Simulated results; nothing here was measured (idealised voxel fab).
The following is a process module called voxel spacer lines.
cross-section cut | 150 nm wide | cells 5 nm
For the purposes of this document, a cross-section shall be understood as a grid of square cells, specified as bands listed in top-to-bottom order, each band consisting of one or more rows of cells. Top height, bottom height, nm. Materials left to right, width each, nm. Single material + "all across" = fills band edge to edge. "blank" = empty. The reference from which all heights are counted is 0, the level beneath which the as-received wafer is entirely one material; the lowest band, having no lower bound, proceeds downward and is written after the example "top 0, no bottom". Think of "30->40" as a width that walks from the first number to the second as you go down the band, top row to bottom row, taking equal-sized steps from row to row. Basically "no change occurred" means that step didn't change any cell in the cross-section. Empty spaces counting at least 8 cells and having no open way to the top are listed in "closed voids". The notation width x height at distance is used for each, the distance being from the left edge and all three values in nm. Past the settings on a step's line: simulator remark, on that step. When a step includes a mask, the "overlay nm" setting on its line states how far to the right of its planned place that mask lay, and negative values state how far to the left.

-- plan
1) RECEIVE with material Si
2) CONFORMAL_DEP with material Al2O3, thk nm 10
3) DIRECTIONAL_DEP with material SiN, thk nm 10
4) DIRECTIONAL_DEP with material polySi, thk nm 25
5) PATTERN with tone cover, mask id MANDREL, material resist, width nm 15, pitch nm 60, thk nm 30, overlay nm 0
6) DIRECTIONAL_ETCH with etch materials polySi, depth nm 25
7) STRIP with etch materials resist
8) CONFORMAL_DEP with material SiO2, thk nm 15
9) DIRECTIONAL_ETCH with etch materials SiO2, depth nm 15
10) STRIP with etch materials polySi
11) DIRECTIONAL_ETCH with etch materials SiN, depth nm 10
12) STRIP with etch materials SiO2
13) FILL_DEP with material SiO2, thk nm 10
14) CMP with height nm 20

-- This is the cross-section of the wafer as we received it, i.e. after step 1
> top 0, no bottom | Si all across
> closed voids: none

-- Wafer at module end, in section. Began as above, planned as above, run with one mistake
> top 15, bottom 10 | SiO2 20 / SiN 15 / SiO2 15 / SiN 15 / SiO2 15 / SiN 15 / SiO2 15 / SiN 15 / SiO2 25
> top 10, bottom 0 | Al2O3 all across
> top 0, no bottom | Si all across
> closed voids: none
The plan and the run diverged here: contrary to plan, step 14 was performed as CMP with height nm 15
